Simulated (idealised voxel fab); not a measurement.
The following process module bears the name voxel wiring stack.
Square cell edge 5 nm, section width 205 nm, ID cut.
For the purposes of this document, a cross-section shall be understood as a grid of square cells, specified as bands listed in top-to-bottom order, each band consisting of one or more rows of cells. Band: top and bottom heights (nm) first, top before bottom; then materials from left to right, widths in nm. "all across" marks a sole material filling the band edge to edge. "empty" denotes empty space. Note: height 0 marks the level under which the wafer is uniformly one material as received. Lowest band unbounded below, written "z 0 and below". Top row gets the first number, bottom row gets the second, and each row in between changes by the same step: that is how a band width like "30 to 40" works. Step marked "no modifications"? Then no cell in the cross-section changed in it. What "Trapped cavities" gives you is every empty space of 8 cells or more that is cut off from the top. Each appears as width x height at distance, with the distance taken from the left edge and width, height and distance all in nm. On a step's line, text after the settings is the simulator commenting on that step. overlay nm: mask offset rightward from planned place, masked step; negative means leftward offset.

Set out below are the planned steps of the process:
1. RECEIVE | material Si
2. CONFORMAL_DEP | material SiO2 | thk nm 10
3. DIRECTIONAL_DEP | material TiN | thk nm 5
4. DIRECTIONAL_DEP | material W | thk nm 20
5. PATTERN | tone cover | mask id METAL_1 | material resist | width nm 30 | pitch nm 50 | thk nm 20 | overlay nm 0
6. DIRECTIONAL_ETCH | etch materials W | depth nm 20
7. DIRECTIONAL_ETCH | etch materials TiN | depth nm 5
8. STRIP | etch materials resist
9. FILL_DEP | material SiO2 | thk nm 10
10. CMP | height nm 35
11. CONFORMAL_DEP | material SiCN | thk nm 5
12. DIRECTIONAL_DEP | material lowk | thk nm 30
13. PATTERN | tone open | mask id METAL_2_HOLES | material resist | width nm 15 | pitch nm 50 | thk nm 20 | overlay nm 0
14. DIRECTIONAL_ETCH | etch materials lowk | depth nm 30
15. STRIP | etch materials resist
16. PATTERN | tone open | mask id METAL_2 | material resist | width nm 30 | pitch nm 50 | thk nm 15 | overlay nm 0
17. DIRECTIONAL_ETCH | etch materials lowk | depth nm 15
18. DIRECTIONAL_ETCH | etch materials SiCN | depth nm 5
19. STRIP | etch materials resist
20. CONFORMAL_DEP | material TiN | thk nm 5
21. FILL_DEP | material Ru | thk nm 5
22. CMP | height nm 70
23. CONFORMAL_DEP | material SiCN | thk nm 5
24. DIRECTIONAL_DEP | material SiO2 | thk nm 25
25. PATTERN | tone open | mask id METAL_3_HOLES | material resist | width nm 15 | pitch nm 50 | thk nm 20 | overlay nm 0
26. DIRECTIONAL_ETCH | etch materials SiO2 | depth nm 25
27. STRIP | etch materials resist
28. DIRECTIONAL_DEP | material aC | thk nm 15
29. PATTERN | tone open | mask id METAL_3 | material resist | width nm 30 | pitch nm 50 | thk nm 35 | overlay nm 0
30. DIRECTIONAL_ETCH | etch materials aC | depth nm 15
31. STRIP | etch materials resist
32. DIRECTIONAL_ETCH | etch materials SiO2 | depth nm 15
33. DIRECTIONAL_ETCH | etch materials SiCN | depth nm 5
34. STRIP | etch materials aC
35. CONFORMAL_DEP | material TiN | thk nm 5
36. FILL_DEP | material Cu | thk nm 10
37. CMP | height nm 100
38. CONFORMAL_DEP | material SiCN | thk nm 5
39. DIRECTIONAL_DEP | material lowk | thk nm 35
40. DIRECTIONAL_DEP | material aC | thk nm 15
41. PATTERN | tone open | mask id METAL_4 | material resist | width nm 30 | pitch nm 50 | thk nm 30 | overlay nm 0
42. DIRECTIONAL_ETCH | etch materials aC | depth nm 15
43. STRIP | etch materials resist
44. DIRECTIONAL_ETCH | etch materials lowk | depth nm 20
45. STRIP | etch materials aC
46. PATTERN | tone open | mask id METAL_4_HOLES | material resist | width nm 15 | pitch nm 50 | thk nm 20 | overlay nm 0
47. DIRECTIONAL_ETCH | etch materials lowk | depth nm 15
48. DIRECTIONAL_ETCH | etch materials SiCN | depth nm 5
49. STRIP | etch materials resist
50. CONFORMAL_DEP | material TiN | thk nm 5
51. FILL_DEP | material Ru | thk nm 5
52. CMP | height nm 140
53. CONFORMAL_DEP | material SiCN | thk nm 5

Concerning the first of two wafers, which was run in accordance with the plan:

Cross-section: wafer on arrival = after step 1:
    z 0 and below: Si all across
    Trapped cavities: none

So this is the wafer cross-section right after step 2:
    z 10 to 0: SiO2 all across
    Anything lower than 0 is untouched.

So this is the wafer cross-section right after step 3:
    z 15 to 10: TiN all across
    Anything lower than 10 is untouched.

So this is the wafer cross-section right after step 4:
    z 35 to 15: W all across
    Anything lower than 15 is untouched.

So this is the wafer cross-section right after step 5:
    z 55 to 35: empty (60) / resist (30) / empty (20) / resist (30) / empty (65)
    Anything lower than 35 is untouched.

So this is the wafer cross-section right after step 6:
    z 55 to 35: empty (60) / resist (30) / empty (20) / resist (30) / empty (65)
    z 35 to 15: empty (60) / W (30) / empty (20) / W (30) / empty (65)
    Anything lower than 15 is untouched.

So this is the wafer cross-section right after step 7:
    z 55 to 35: empty (60) / resist (30) / empty (20) / resist (30) / empty (65)
    z 35 to 15: empty (60) / W (30) / empty (20) / W (30) / empty (65)
    z 15 to 10: empty (60) / TiN (30) / empty (20) / TiN (30) / empty (65)
    Anything lower than 10 is untouched.

So this is the wafer cross-section right after step 8:
    z 35 to 15: empty (60) / W (30) / empty (20) / W (30) / empty (65)
    Anything lower than 15 is untouched.

So this is the wafer cross-section right after step 9:
    z 45 to 35: SiO2 all across
    z 35 to 15: SiO2 (60) / W (30) / SiO2 (20) / W (30) / SiO2 (65)
    z 15 to 10: SiO2 (60) / TiN (30) / SiO2 (20) / TiN (30) / SiO2 (65)
    Anything lower than 10 is untouched.

So this is the wafer cross-section right after step 10:
    z 35 to 15: SiO2 (60) / W (30) / SiO2 (20) / W (30) / SiO2 (65)
    Anything lower than 15 is untouched.

So this is the wafer cross-section right after step 11:
    z 40 to 35: SiCN all across
    Anything lower than 35 is untouched.

So this is the wafer cross-section right after step 12:
    z 70 to 40: lowk all across
    Anything lower than 40 is untouched.

So this is the wafer cross-section right after step 13:
    z 90 to 70: resist (60) / empty (15) / resist (35) / empty (15) / resist (80)
    Anything lower than 70 is untouched.

So this is the wafer cross-section right after step 14:
    z 90 to 70: resist (60) / empty (15) / resist (35) / empty (15) / resist (80)
    z 70 to 40: lowk (60) / empty (15) / lowk (35) / empty (15) / lowk (80)
    Anything lower than 40 is untouched.

So this is the wafer cross-section right after step 15:
    z 70 to 40: lowk (60) / empty (15) / lowk (35) / empty (15) / lowk (80)
    Anything lower than 40 is untouched.

So this is the wafer cross-section right after step 16:
    z 85 to 70: resist (60) / empty (30) / resist (20) / empty (30) / resist (65)
    Anything lower than 70 is untouched.

So this is the wafer cross-section right after step 17:
    z 85 to 70: resist (60) / empty (30) / resist (20) / empty (30) / resist (65)
    z 70 to 55: lowk (60) / empty (30) / lowk (20) / empty (30) / lowk (65)
    Anything lower than 55 is untouched.

So this is the wafer cross-section right after step 18:
    z 85 to 70: resist (60) / empty (30) / resist (20) / empty (30) / resist (65)
    z 70 to 55: lowk (60) / empty (30) / lowk (20) / empty (30) / lowk (65)
    z 55 to 40: lowk (60) / empty (15) / lowk (35) / empty (15) / lowk (80)
    z 40 to 35: SiCN (60) / empty (15) / SiCN (35) / empty (15) / SiCN (80)
    Anything lower than 35 is untouched.

So this is the wafer cross-section right after step 19:
    z 70 to 55: lowk (60) / empty (30) / lowk (20) / empty (30) / lowk (65)
    Anything lower than 55 is untouched.

So this is the wafer cross-section right after step 20:
    z 75 to 70: TiN (65) / empty (20) / TiN (30) / empty (20) / TiN (70)
    z 70 to 60: lowk (60) / TiN (5) / empty (20) / TiN (5) / lowk (20) / TiN (5) / empty (20) / TiN (5) / lowk (65)
    z 60 to 55: lowk (60) / TiN (5) / empty (5) / TiN (20) / lowk (20) / TiN (5) / empty (5) / TiN (20) / lowk (65)
    z 55 to 40: lowk (60) / TiN (5) / empty (5) / TiN (5) / lowk (35) / TiN (5) / empty (5) / TiN (5) / lowk (80)
    z 40 to 35: SiCN (60) / TiN (15) / SiCN (35) / TiN (15) / SiCN (80)
    Anything lower than 35 is untouched.

So this is the wafer cross-section right after step 21:
    z 80 to 75: Ru all across
    z 75 to 70: TiN (65) / Ru (20) / TiN (30) / Ru (20) / TiN (70)
    z 70 to 60: lowk (60) / TiN (5) / Ru (20) / TiN (5) / lowk (20) / TiN (5) / Ru (20) / TiN (5) / lowk (65)
    z 60 to 55: lowk (60) / TiN (5) / Ru (5) / TiN (20) / lowk (20) / TiN (5) / Ru (5) / TiN (20) / lowk (65)
    z 55 to 40: lowk (60) / TiN (5) / Ru (5) / TiN (5) / lowk (35) / TiN (5) / Ru (5) / TiN (5) / lowk (80)
    Anything lower than 40 is untouched.

So this is the wafer cross-section right after step 22:
    z 70 to 60: lowk (60) / TiN (5) / Ru (20) / TiN (5) / lowk (20) / TiN (5) / Ru (20) / TiN (5) / lowk (65)
    Anything lower than 60 is untouched.

So this is the wafer cross-section right after step 23:
    z 75 to 70: SiCN all across
    Anything lower than 70 is untouched.

So this is the wafer cross-section right after step 24:
    z 100 to 75: SiO2 all across
    Anything lower than 75 is untouched.

So this is the wafer cross-section right after step 25:
    z 120 to 100: resist (60) / empty (15) / resist (35) / empty (15) / resist (80)
    Anything lower than 100 is untouched.

So this is the wafer cross-section right after step 26:
    z 120 to 100: resist (60) / empty (15) / resist (35) / empty (15) / resist (80)
    z 100 to 75: SiO2 (60) / empty (15) / SiO2 (35) / empty (15) / SiO2 (80)
    Anything lower than 75 is untouched.

So this is the wafer cross-section right after step 27:
    z 100 to 75: SiO2 (60) / empty (15) / SiO2 (35) / empty (15) / SiO2 (80)
    Anything lower than 75 is untouched.

So this is the wafer cross-section right after step 28:
    z 115 to 100: aC (60) / empty (15) / aC (35) / empty (15) / aC (80)
    z 100 to 90: SiO2 (60) / empty (15) / SiO2 (35) / empty (15) / SiO2 (80)
    z 90 to 75: SiO2 (60) / aC (15) / SiO2 (35) / aC (15) / SiO2 (80)
    Anything lower than 75 is untouched.

So this is the wafer cross-section right after step 29:
    z 150 to 115: resist (60) / empty (30) / resist (20) / empty (30) / resist (65)
    Anything lower than 115 is untouched.

So this is the wafer cross-section right after step 30:
    z 135 to 115: resist (60) / empty (30) / resist (20) / empty (30) / resist (65)
    z 115 to 100: aC (60) / empty (30) / aC (20) / empty (30) / aC (65)
    z 100 to 75: SiO2 (60) / empty (15) / SiO2 (35) / empty (15) / SiO2 (80)
    Anything lower than 75 is untouched.

So this is the wafer cross-section right after step 31:
    z 115 to 100: aC (60) / empty (30) / aC (20) / empty (30) / aC (65)
    Anything lower than 100 is untouched.

So this is the wafer cross-section right after step 32:
    z 115 to 100: aC (60) / empty (30) / aC (20) / empty (30) / aC (65)
    z 100 to 85: SiO2 (60) / empty (30) / SiO2 (20) / empty (30) / SiO2 (65)
    Anything lower than 85 is untouched.

So this is the wafer cross-section right after step 33:
    z 115 to 100: aC (60) / empty (30) / aC (20) / empty (30) / aC (65)
    z 100 to 85: SiO2 (60) / empty (30) / SiO2 (20) / empty (30) / SiO2 (65)
    z 85 to 75: SiO2 (60) / empty (15) / SiO2 (35) / empty (15) / SiO2 (80)
    z 75 to 70: SiCN (60) / empty (15) / SiCN (35) / empty (15) / SiCN (80)
    Anything lower than 70 is untouched.

So this is the wafer cross-section right after step 34:
    z 100 to 85: SiO2 (60) / empty (30) / SiO2 (20) / empty (30) / SiO2 (65)
    Anything lower than 85 is untouched.

So this is the wafer cross-section right after step 35:
    z 105 to 100: TiN (65) / empty (20) / TiN (30) / empty (20) / TiN (70)
    z 100 to 90: SiO2 (60) / TiN (5) / empty (20) / TiN (5) / SiO2 (20) / TiN (5) / empty (20) / TiN (5) / SiO2 (65)
    z 90 to 85: SiO2 (60) / TiN (5) / empty (5) / TiN (20) / SiO2 (20) / TiN (5) / empty (5) / TiN (20) / SiO2 (65)
    z 85 to 75: SiO2 (60) / TiN (5) / empty (5) / TiN (5) / SiO2 (35) / TiN (5) / empty (5) / TiN (5) / SiO2 (80)
    z 75 to 70: SiCN (60) / TiN (15) / SiCN (35) / TiN (15) / SiCN (80)
    Anything lower than 70 is untouched.

So this is the wafer cross-section right after step 36:
    z 115 to 105: Cu all across
    z 105 to 100: TiN (65) / Cu (20) / TiN (30) / Cu (20) / TiN (70)
    z 100 to 90: SiO2 (60) / TiN (5) / Cu (20) / TiN (5) / SiO2 (20) / TiN (5) / Cu (20) / TiN (5) / SiO2 (65)
    z 90 to 85: SiO2 (60) / TiN (5) / Cu (5) / TiN (20) / SiO2 (20) / TiN (5) / Cu (5) / TiN (20) / SiO2 (65)
    z 85 to 75: SiO2 (60) / TiN (5) / Cu (5) / TiN (5) / SiO2 (35) / TiN (5) / Cu (5) / TiN (5) / SiO2 (80)
    Anything lower than 75 is untouched.

So this is the wafer cross-section right after step 37:
    z 100 to 90: SiO2 (60) / TiN (5) / Cu (20) / TiN (5) / SiO2 (20) / TiN (5) / Cu (20) / TiN (5) / SiO2 (65)
    Anything lower than 90 is untouched.

So this is the wafer cross-section right after step 38:
    z 105 to 100: SiCN all across
    Anything lower than 100 is untouched.

So this is the wafer cross-section right after step 39:
    z 140 to 105: lowk all across
    Anything lower than 105 is untouched.

So this is the wafer cross-section right after step 40:
    z 155 to 140: aC all across
    Anything lower than 140 is untouched.

So this is the wafer cross-section right after step 41:
    z 185 to 155: resist (60) / empty (30) / resist (20) / empty (30) / resist (65)
    Anything lower than 155 is untouched.

So this is the wafer cross-section right after step 42:
    z 170 to 155: resist (60) / empty (30) / resist (20) / empty (30) / resist (65)
    z 155 to 140: aC (60) / empty (30) / aC (20) / empty (30) / aC (65)
    Anything lower than 140 is untouched.

So this is the wafer cross-section right after step 43:
    z 155 to 140: aC (60) / empty (30) / aC (20) / empty (30) / aC (65)
    Anything lower than 140 is untouched.

So this is the wafer cross-section right after step 44:
    z 155 to 140: aC (60) / empty (30) / aC (20) / empty (30) / aC (65)
    z 140 to 120: lowk (60) / empty (30) / lowk (20) / empty (30) / lowk (65)
    Anything lower than 120 is untouched.

So this is the wafer cross-section right after step 45:
    z 140 to 120: lowk (60) / empty (30) / lowk (20) / empty (30) / lowk (65)
    Anything lower than 120 is untouched.

So this is the wafer cross-section right after step 46:
    z 160 to 140: resist (60) / empty (15) / resist (35) / empty (15) / resist (80)
    z 140 to 120: lowk (60) / empty (15) / resist (15) / lowk (20) / empty (15) / resist (15) / lowk (65)
    Anything lower than 120 is untouched.

So this is the wafer cross-section right after step 47:
    z 160 to 140: resist (60) / empty (15) / resist (35) / empty (15) / resist (80)
    z 140 to 120: lowk (60) / empty (15) / resist (15) / lowk (20) / empty (15) / resist (15) / lowk (65)
    z 120 to 105: lowk (60) / empty (15) / lowk (35) / empty (15) / lowk (80)
    Anything lower than 105 is untouched.

So this is the wafer cross-section right after step 48:
    z 160 to 140: resist (60) / empty (15) / resist (35) / empty (15) / resist (80)
    z 140 to 120: lowk (60) / empty (15) / resist (15) / lowk (20) / empty (15) / resist (15) / lowk (65)
    z 120 to 105: lowk (60) / empty (15) / lowk (35) / empty (15) / lowk (80)
    z 105 to 100: SiCN (60) / empty (15) / SiCN (35) / empty (15) / SiCN (80)
    Anything lower than 100 is untouched.

So this is the wafer cross-section right after step 49:
    z 140 to 120: lowk (60) / empty (30) / lowk (20) / empty (30) / lowk (65)
    Anything lower than 120 is untouched.

So this is the wafer cross-section right after step 50:
    z 145 to 140: TiN (65) / empty (20) / TiN (30) / empty (20) / TiN (70)
    z 140 to 125: lowk (60) / TiN (5) / empty (20) / TiN (5) / lowk (20) / TiN (5) / empty (20) / TiN (5) / lowk (65)
    z 125 to 120: lowk (60) / TiN (5) / empty (5) / TiN (20) / lowk (20) / TiN (5) / empty (5) / TiN (20) / lowk (65)
    z 120 to 105: lowk (60) / TiN (5) / empty (5) / TiN (5) / lowk (35) / TiN (5) / empty (5) / TiN (5) / lowk (80)
    z 105 to 100: SiCN (60) / TiN (15) / SiCN (35) / TiN (15) / SiCN (80)
    Anything lower than 100 is untouched.

So this is the wafer cross-section right after step 51:
    z 150 to 145: Ru all across
    z 145 to 140: TiN (65) / Ru (20) / TiN (30) / Ru (20) / TiN (70)
    z 140 to 125: lowk (60) / TiN (5) / Ru (20) / TiN (5) / lowk (20) / TiN (5) / Ru (20) / TiN (5) / lowk (65)
    z 125 to 120: lowk (60) / TiN (5) / Ru (5) / TiN (20) / lowk (20) / TiN (5) / Ru (5) / TiN (20) / lowk (65)
    z 120 to 105: lowk (60) / TiN (5) / Ru (5) / TiN (5) / lowk (35) / TiN (5) / Ru (5) / TiN (5) / lowk (80)
    Anything lower than 105 is untouched.

So this is the wafer cross-section right after step 52:
    z 140 to 125: lowk (60) / TiN (5) / Ru (20) / TiN (5) / lowk (20) / TiN (5) / Ru (20) / TiN (5) / lowk (65)
    Anything lower than 125 is untouched.

So this is the wafer cross-section right after step 53:
    z 145 to 140: SiCN all across
    Anything lower than 140 is untouched.

Second wafer: like start, like plan, one mistake. Through step 16 it matches the first wafer:

Second wafer, section view, time point: scheduled end of step 17:
    z 85 to 70: resist (60) / empty (30) / resist (20) / empty (30) / resist (65)
    z 70 to 40: lowk (60) / empty (30) / lowk (20) / empty (30) / lowk (65)
    Anything lower than 40 is untouched.

Second wafer, section view, time point: scheduled end of step 18:
    z 85 to 70: resist (60) / empty (30) / resist (20) / empty (30) / resist (65)
    z 70 to 40: lowk (60) / empty (30) / lowk (20) / empty (30) / lowk (65)
    z 40 to 35: SiCN (60) / empty (30) / SiCN (20) / empty (30) / SiCN (65)
    Anything lower than 35 is untouched.

Second wafer, section view, time point: scheduled end of step 19:
    z 70 to 40: lowk (60) / empty (30) / lowk (20) / empty (30) / lowk (65)
    Anything lower than 40 is untouched.

Second wafer, section view, time point: scheduled end of step 20:
    z 75 to 70: TiN (65) / empty (20) / TiN (30) / empty (20) / TiN (70)
    z 70 to 40: lowk (60) / TiN (5) / empty (20) / TiN (5) / lowk (20) / TiN (5) / empty (20) / TiN (5) / lowk (65)
    z 40 to 35: SiCN (60) / TiN (30) / SiCN (20) / TiN (30) / SiCN (65)
    Anything lower than 35 is untouched.

Second wafer, section view, time point: scheduled end of step 21:
    z 80 to 75: Ru all across
    z 75 to 70: TiN (65) / Ru (20) / TiN (30) / Ru (20) / TiN (70)
    z 70 to 40: lowk (60) / TiN (5) / Ru (20) / TiN (5) / lowk (20) / TiN (5) / Ru (20) / TiN (5) / lowk (65)
    Anything lower than 40 is untouched.

Second wafer, section view, time point: scheduled end of step 22:
    z 70 to 40: lowk (60) / TiN (5) / Ru (20) / TiN (5) / lowk (20) / TiN (5) / Ru (20) / TiN (5) / lowk (65)
    Anything lower than 40 is untouched.

Second wafer, section view, time point: scheduled end of step 23:
    z 75 to 70: SiCN all across
    Anything lower than 70 is untouched.

Second wafer, section view, time point: scheduled end of step 24:
    z 100 to 75: SiO2 all across
    Anything lower than 75 is untouched.

Second wafer, section view, time point: scheduled end of step 25:
    z 120 to 100: resist (60) / empty (15) / resist (35) / empty (15) / resist (80)
    Anything lower than 100 is untouched.

Second wafer, section view, time point: scheduled end of step 26:
    z 120 to 100: resist (60) / empty (15) / resist (35) / empty (15) / resist (80)
    z 100 to 75: SiO2 (60) / empty (15) / SiO2 (35) / empty (15) / SiO2 (80)
    Anything lower than 75 is untouched.

Second wafer, section view, time point: scheduled end of step 27:
    z 100 to 75: SiO2 (60) / empty (15) / SiO2 (35) / empty (15) / SiO2 (80)
    Anything lower than 75 is untouched.

Second wafer, section view, time point: scheduled end of step 28:
    z 115 to 100: aC (60) / empty (15) / aC (35) / empty (15) / aC (80)
    z 100 to 90: SiO2 (60) / empty (15) / SiO2 (35) / empty (15) / SiO2 (80)
    z 90 to 75: SiO2 (60) / aC (15) / SiO2 (35) / aC (15) / SiO2 (80)
    Anything lower than 75 is untouched.

Second wafer, section view, time point: scheduled end of step 29:
    z 150 to 115: resist (60) / empty (30) / resist (20) / empty (30) / resist (65)
    Anything lower than 115 is untouched.

Second wafer, section view, time point: scheduled end of step 30:
    z 135 to 115: resist (60) / empty (30) / resist (20) / empty (30) / resist (65)
    z 115 to 100: aC (60) / empty (30) / aC (20) / empty (30) / aC (65)
    z 100 to 75: SiO2 (60) / empty (15) / SiO2 (35) / empty (15) / SiO2 (80)
    Anything lower than 75 is untouched.

Second wafer, section view, time point: scheduled end of step 31:
    z 115 to 100: aC (60) / empty (30) / aC (20) / empty (30) / aC (65)
    Anything lower than 100 is untouched.

Second wafer, section view, time point: scheduled end of step 32:
    z 115 to 100: aC (60) / empty (30) / aC (20) / empty (30) / aC (65)
    z 100 to 85: SiO2 (60) / empty (30) / SiO2 (20) / empty (30) / SiO2 (65)
    Anything lower than 85 is untouched.

Second wafer, section view, time point: scheduled end of step 33:
    z 115 to 100: aC (60) / empty (30) / aC (20) / empty (30) / aC (65)
    z 100 to 85: SiO2 (60) / empty (30) / SiO2 (20) / empty (30) / SiO2 (65)
    z 85 to 75: SiO2 (60) / empty (15) / SiO2 (35) / empty (15) / SiO2 (80)
    z 75 to 70: SiCN (60) / empty (15) / SiCN (35) / empty (15) / SiCN (80)
    Anything lower than 70 is untouched.

Second wafer, section view, time point: scheduled end of step 34:
    z 100 to 85: SiO2 (60) / empty (30) / SiO2 (20) / empty (30) / SiO2 (65)
    Anything lower than 85 is untouched.

Second wafer, section view, time point: scheduled end of step 35:
    z 105 to 100: TiN (65) / empty (20) / TiN (30) / empty (20) / TiN (70)
    z 100 to 90: SiO2 (60) / TiN (5) / empty (20) / TiN (5) / SiO2 (20) / TiN (5) / empty (20) / TiN (5) / SiO2 (65)
    z 90 to 85: SiO2 (60) / TiN (5) / empty (5) / TiN (20) / SiO2 (20) / TiN (5) / empty (5) / TiN (20) / SiO2 (65)
    z 85 to 75: SiO2 (60) / TiN (5) / empty (5) / TiN (5) / SiO2 (35) / TiN (5) / empty (5) / TiN (5) / SiO2 (80)
    z 75 to 70: SiCN (60) / TiN (15) / SiCN (35) / TiN (15) / SiCN (80)
    Anything lower than 70 is untouched.

Second wafer, section view, time point: scheduled end of step 36:
    z 115 to 105: Cu all across
    z 105 to 100: TiN (65) / Cu (20) / TiN (30) / Cu (20) / TiN (70)
    z 100 to 90: SiO2 (60) / TiN (5) / Cu (20) / TiN (5) / SiO2 (20) / TiN (5) / Cu (20) / TiN (5) / SiO2 (65)
    z 90 to 85: SiO2 (60) / TiN (5) / Cu (5) / TiN (20) / SiO2 (20) / TiN (5) / Cu (5) / TiN (20) / SiO2 (65)
    z 85 to 75: SiO2 (60) / TiN (5) / Cu (5) / TiN (5) / SiO2 (35) / TiN (5) / Cu (5) / TiN (5) / SiO2 (80)
    Anything lower than 75 is untouched.

Second wafer, section view, time point: scheduled end of step 37:
    z 100 to 90: SiO2 (60) / TiN (5) / Cu (20) / TiN (5) / SiO2 (20) / TiN (5) / Cu (20) / TiN (5) / SiO2 (65)
    Anything lower than 90 is untouched.

Second wafer, section view, time point: scheduled end of step 38:
    z 105 to 100: SiCN all across
    Anything lower than 100 is untouched.

Second wafer, section view, time point: scheduled end of step 39:
    z 140 to 105: lowk all across
    Anything lower than 105 is untouched.

Second wafer, section view, time point: scheduled end of step 40:
    z 155 to 140: aC all across
    Anything lower than 140 is untouched.

Second wafer, section view, time point: scheduled end of step 41:
    z 185 to 155: resist (60) / empty (30) / resist (20) / empty (30) / resist (65)
    Anything lower than 155 is untouched.

Second wafer, section view, time point: scheduled end of step 42:
    z 170 to 155: resist (60) / empty (30) / resist (20) / empty (30) / resist (65)
    z 155 to 140: aC (60) / empty (30) / aC (20) / empty (30) / aC (65)
    Anything lower than 140 is untouched.

Second wafer, section view, time point: scheduled end of step 43:
    z 155 to 140: aC (60) / empty (30) / aC (20) / empty (30) / aC (65)
    Anything lower than 140 is untouched.

Second wafer, section view, time point: scheduled end of step 44:
    z 155 to 140: aC (60) / empty (30) / aC (20) / empty (30) / aC (65)
    z 140 to 120: lowk (60) / empty (30) / lowk (20) / empty (30) / lowk (65)
    Anything lower than 120 is untouched.

Second wafer, section view, time point: scheduled end of step 45:
    z 140 to 120: lowk (60) / empty (30) / lowk (20) / empty (30) / lowk (65)
    Anything lower than 120 is untouched.

Second wafer, section view, time point: scheduled end of step 46:
    z 160 to 140: resist (60) / empty (15) / resist (35) / empty (15) / resist (80)
    z 140 to 120: lowk (60) / empty (15) / resist (15) / lowk (20) / empty (15) / resist (15) / lowk (65)
    Anything lower than 120 is untouched.

Second wafer, section view, time point: scheduled end of step 47:
    z 160 to 140: resist (60) / empty (15) / resist (35) / empty (15) / resist (80)
    z 140 to 120: lowk (60) / empty (15) / resist (15) / lowk (20) / empty (15) / resist (15) / lowk (65)
    z 120 to 105: lowk (60) / empty (15) / lowk (35) / empty (15) / lowk (80)
    Anything lower than 105 is untouched.

Second wafer, section view, time point: scheduled end of step 48:
    z 160 to 140: resist (60) / empty (15) / resist (35) / empty (15) / resist (80)
    z 140 to 120: lowk (60) / empty (15) / resist (15) / lowk (20) / empty (15) / resist (15) / lowk (65)
    z 120 to 105: lowk (60) / empty (15) / lowk (35) / empty (15) / lowk (80)
    z 105 to 100: SiCN (60) / empty (15) / SiCN (35) / empty (15) / SiCN (80)
    Anything lower than 100 is untouched.

Second wafer, section view, time point: scheduled end of step 49:
    z 140 to 120: lowk (60) / empty (30) / lowk (20) / empty (30) / lowk (65)
    Anything lower than 120 is untouched.

Second wafer, section view, time point: scheduled end of step 50:
    z 145 to 140: TiN (65) / empty (20) / TiN (30) / empty (20) / TiN (70)
    z 140 to 125: lowk (60) / TiN (5) / empty (20) / TiN (5) / lowk (20) / TiN (5) / empty (20) / TiN (5) / lowk (65)
    z 125 to 120: lowk (60) / TiN (5) / empty (5) / TiN (20) / lowk (20) / TiN (5) / empty (5) / TiN (20) / lowk (65)
    z 120 to 105: lowk (60) / TiN (5) / empty (5) / TiN (5) / lowk (35) / TiN (5) / empty (5) / TiN (5) / lowk (80)
    z 105 to 100: SiCN (60) / TiN (15) / SiCN (35) / TiN (15) / SiCN (80)
    Anything lower than 100 is untouched.

Second wafer, section view, time point: scheduled end of step 51:
    z 150 to 145: Ru all across
    z 145 to 140: TiN (65) / Ru (20) / TiN (30) / Ru (20) / TiN (70)
    z 140 to 125: lowk (60) / TiN (5) / Ru (20) / TiN (5) / lowk (20) / TiN (5) / Ru (20) / TiN (5) / lowk (65)
    z 125 to 120: lowk (60) / TiN (5) / Ru (5) / TiN (20) / lowk (20) / TiN (5) / Ru (5) / TiN (20) / lowk (65)
    z 120 to 105: lowk (60) / TiN (5) / Ru (5) / TiN (5) / lowk (35) / TiN (5) / Ru (5) / TiN (5) / lowk (80)
    Anything lower than 105 is untouched.

Second wafer, section view, time point: scheduled end of step 52:
    z 140 to 125: lowk (60) / TiN (5) / Ru (20) / TiN (5) / lowk (20) / TiN (5) / Ru (20) / TiN (5) / lowk (65)
    Anything lower than 125 is untouched.

Second wafer, section view, time point: scheduled end of step 53:
    z 145 to 140: SiCN all across
    Anything lower than 140 is untouched.
what went wrong: step 17 of the plan was carried out twice
The second wafer ends with more or fewer cells of some materials than the first, per final count: 24 more of Ru | 6 fewer of SiCN | 18 fewer of lowk
